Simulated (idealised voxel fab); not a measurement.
This section sets out a process module, namely voxel capacitor over wiring.
245 nm wide, 5 nm square cells: that's cross-section cut.
Cross-section = grid of square cells, listed top down in bands; band = one or more rows. Heads up on the band format: heights come first, top then bottom, in nm. After that it's the materials left to right, each with its width in nm. A single material flagged "throughout" fills the whole band edge to edge, and "blank" means there's empty space there. Note: height 0 marks the level under which the wafer is uniformly one material as received. Lowest band unbounded below, written "top 0, no bottom". So if you see something like "30 to 40" for the width, read it as the top row of the band sitting at the first number and the bottom row at the second, with every row in between moving by the same amount as the last. It should be understood that the words "all unchanged", when stated for a given step, signify that the cross-section underwent no change in any of its cells during that step. The entry "Enclosed void listing" lists the empty spaces that cover at least 8 cells and have no open path to the top. Each is written as width x height at distance, where the distance is measured from the left edge and all three values are in nm. Read whatever lies past the settings on a step's line as the simulator's own remark about the step. overlay nm: for a step with a mask, the amount by which the mask lay right of where it was planned; a negative amount means left of it.
# Intended process steps
| 1 | RECEIVE (material Si) |
| 2 | CONFORMAL_DEP (material SiO2; thk nm 15) |
| 3 | CONFORMAL_DEP (material SiCN; thk nm 5) |
| 4 | DIRECTIONAL_DEP (material lowk; thk nm 25) |
| 5 | DIRECTIONAL_DEP (material aC; thk nm 15) |
| 6 | PATTERN (tone open; mask id METAL_1; material resist; width nm 15; pitch nm 90; thk nm 35; overlay nm 0) |
| 7 | DIRECTIONAL_ETCH (etch materials aC; depth nm 15) |
| 8 | STRIP (etch materials resist) |
| 9 | DIRECTIONAL_ETCH (etch materials lowk; depth nm 25) |
| 10 | DIRECTIONAL_ETCH (etch materials SiCN; depth nm 5) |
| 11 | STRIP (etch materials aC) |
| 12 | CONFORMAL_DEP (material TiN; thk nm 5) |
| 13 | FILL_DEP (material Cu; thk nm 5) |
| 14 | CMP (height nm 45) |
| 15 | EPI (material Ru; thk nm 5) |
| 16 | FILL_DEP (material SiCN; thk nm 5) |
| 17 | DIRECTIONAL_DEP (material SiO2; thk nm 20) |
| 18 | PATTERN (tone open; mask id PLUG_1; material resist; width nm 15; thk nm 20; overlay nm 0) |
| 19 | DIRECTIONAL_ETCH (etch materials SiO2; depth nm 20) |
| 20 | DIRECTIONAL_ETCH (etch materials SiCN; depth nm 5) |
| 21 | STRIP (etch materials resist) |
| 22 | EPI (material Ru; thk nm 10) |
| 23 | EPI (material Ru; thk nm 10) |
| 24 | EPI (material Ru; thk nm 5) |
| 25 | DIRECTIONAL_DEP (material TiN; thk nm 5) |
| 26 | DIRECTIONAL_DEP (material Al2O3; thk nm 5) |
| 27 | DIRECTIONAL_DEP (material TiN; thk nm 5) |
| 28 | MASKED_ETCH (tone cover; mask id UPPER_PLATE; width nm 75; etch materials TiN; depth nm 5; overlay nm 0) |
| 29 | MASKED_ETCH (tone cover; mask id UPPER_PLATE; width nm 75; etch materials Al2O3; depth nm 5; overlay nm 0) |
| 30 | DIRECTIONAL_DEP (material aC; thk nm 15) |
| 31 | PATTERN (tone cover; mask id LOWER_PLATE; material resist; width nm 85; thk nm 30; overlay nm 0) |
| 32 | DIRECTIONAL_ETCH (etch materials aC; depth nm 15) |
| 33 | STRIP (etch materials resist) |
| 34 | DIRECTIONAL_ETCH (etch materials TiN; depth nm 5) |
| 35 | STRIP (etch materials aC) |
| 36 | FILL_DEP (material SiO2; thk nm 20) |
| 37 | CMP (height nm 105) |
| 38 | DIRECTIONAL_DEP (material aC; thk nm 15) |
| 39 | PATTERN (tone open; mask id PLUG_2; material resist; width nm 15; thk nm 35; overlay nm 0) |
| 40 | DIRECTIONAL_ETCH (etch materials aC; depth nm 15) |
| 41 | STRIP (etch materials resist) |
| 42 | DIRECTIONAL_ETCH (etch materials SiO2; depth nm 15) |
| 43 | STRIP (etch materials aC) |
| 44 | CONFORMAL_DEP (material TiN; thk nm 5) |
| 45 | FILL_DEP (material Cu; thk nm 10) |
| 46 | CMP (height nm 105) |
| 47 | CONFORMAL_DEP (material SiN; thk nm 5) |
Same starting wafers, different width nm at step 6. Plan value belongs to the first wafer.
# Cross-sectional view of the first of several wafers in the as-received condition, corresponding to the state following step 1
	top 0, no bottom: Si throughout
	Enclosed void listing: none
# Here is how to read the rows: every wafer has a row, and it shows the wafer at the end of the module, giving for each material how many cells were gained (+) or lost (-) since the wafer was received, then listing its closed voids
width nm 15, +15 Al2O3, +12 Cu, +25 Ru, +128 SiCN, +49 SiN, +569 SiO2, +65 TiN, +215 lowk, Enclosed void listing: none
width nm 20, +15 Al2O3, +22 Cu, +27 Ru, +124 SiCN, +49 SiN, +569 SiO2, +67 TiN, +205 lowk, Enclosed void listing: none
width nm 25, +15 Al2O3, +32 Cu, +29 Ru, +120 SiCN, +49 SiN, +569 SiO2, +69 TiN, +195 lowk, Enclosed void listing: none
width nm 30, +15 Al2O3, +42 Cu, +31 Ru, +116 SiCN, +49 SiN, +569 SiO2, +71 TiN, +185 lowk, Enclosed void listing: none
width nm 35, +15 Al2O3, +52 Cu, +33 Ru, +112 SiCN, +49 SiN, +569 SiO2, +73 TiN, +175 lowk, Enclosed void listing: none
